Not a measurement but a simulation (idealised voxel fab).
The name of this process module is voxel self aligned contacts.
In the cross-section labelled cut, the width is 300 nm and each square cell is 5 nm.
In what follows, cross-sections appear as grids of square cells, described through bands that run from the top down, where every band is one or more rows of cells. It is stipulated that each band's entry specify, in nanometres, the height of the top of the band and then that of its bottom, followed by the materials of the band in left-to-right sequence, each together with its width in nanometres. A single material marked by the word "everywhere" is understood to fill the band from edge to edge; the word "air" is understood to denote empty space. Heights are reckoned from 0. Under this level, the received wafer is all of one material. The bottommost band is open-ended downward, for example "from 0 down". With a width like "30 to 40", each row of cells in the band differs from the next by the same amount, the top row carrying the first number and the bottom row the second. "nothing different" -> step changed no cross-section cell. Voids not open to the top, 8 cells minimum: see "Enclosed void list". Written width x height at distance; distance is from the left edge; nm. Step line, after settings: the simulator's comment on this step. "overlay nm" denotes, for a step that has a mask, the displacement of the mask to the right of its planned place, with negative values corresponding to the left.
**Planned process steps**
1: RECEIVE (material Si)
2: OXIDIZE (depth nm 5)
3: DIRECTIONAL_DEP (material polySi; thk nm 30)
4: DIRECTIONAL_DEP (material SiN; thk nm 20)
5: DIRECTIONAL_DEP (material aC; thk nm 15)
6: PATTERN (tone cover; mask id GATE; material resist; width nm 35; pitch nm 80; thk nm 35; overlay nm -15)
7: DIRECTIONAL_ETCH (etch materials aC; depth nm 15)
8: STRIP (etch materials resist)
9: DIRECTIONAL_ETCH (etch materials SiN; depth nm 20)
10: DIRECTIONAL_ETCH (etch materials polySi; depth nm 30)
11: STRIP (etch materials aC)
12: CONFORMAL_DEP (material SiN; thk nm 10)
13: DIRECTIONAL_ETCH (etch materials SiN; depth nm 10)
14: FILL_DEP (material SiO2; thk nm 20)
15: CMP (height nm 60)
16: PATTERN (tone open; mask id CONTACT; material resist; width nm 65; thk nm 15; overlay nm 0)
17: DIRECTIONAL_ETCH (etch materials SiO2; depth nm 65)
18: STRIP (etch materials resist)
19: CONFORMAL_DEP (material TiN; thk nm 5)
20: FILL_DEP (material W; thk nm 5)
21: CMP (height nm 60)
22: CONFORMAL_DEP (material SiN; thk nm 5)
Same starting wafers, different overlay nm at step 6. Plan value belongs to the first wafer.
**Cross-section of the first incoming wafer of several, state after step 1**
  from 0 down: Si everywhere
  Enclosed void list: none
**What follows is a table in which each wafer occupies a row; for the wafer as it stands at the close of the module, the row states, material by material, how many cells have been gained (+) or lost (-) since receipt, and then gives its closed voids**
overlay nm -15 | -60 Si | +196 SiN | +479 SiO2 | +37 TiN | +44 W | +84 polySi | Enclosed void list: none
overlay nm -10 | -60 Si | +196 SiN | +479 SiO2 | +37 TiN | +44 W | +84 polySi | Enclosed void list: none
overlay nm -5 | -60 Si | +196 SiN | +479 SiO2 | +37 TiN | +44 W | +84 polySi | Enclosed void list: none
overlay nm 0 | -60 Si | +196 SiN | +479 SiO2 | +37 TiN | +44 W | +84 polySi | Enclosed void list: none
overlay nm 5 | -60 Si | +196 SiN | +479 SiO2 | +37 TiN | +44 W | +84 polySi | Enclosed void list: none
overlay nm 10 | -60 Si | +196 SiN | +479 SiO2 | +37 TiN | +44 W | +84 polySi | Enclosed void list: none
overlay nm 15 | -60 Si | +196 SiN | +479 SiO2 | +37 TiN | +44 W | +84 polySi | Enclosed void list: none
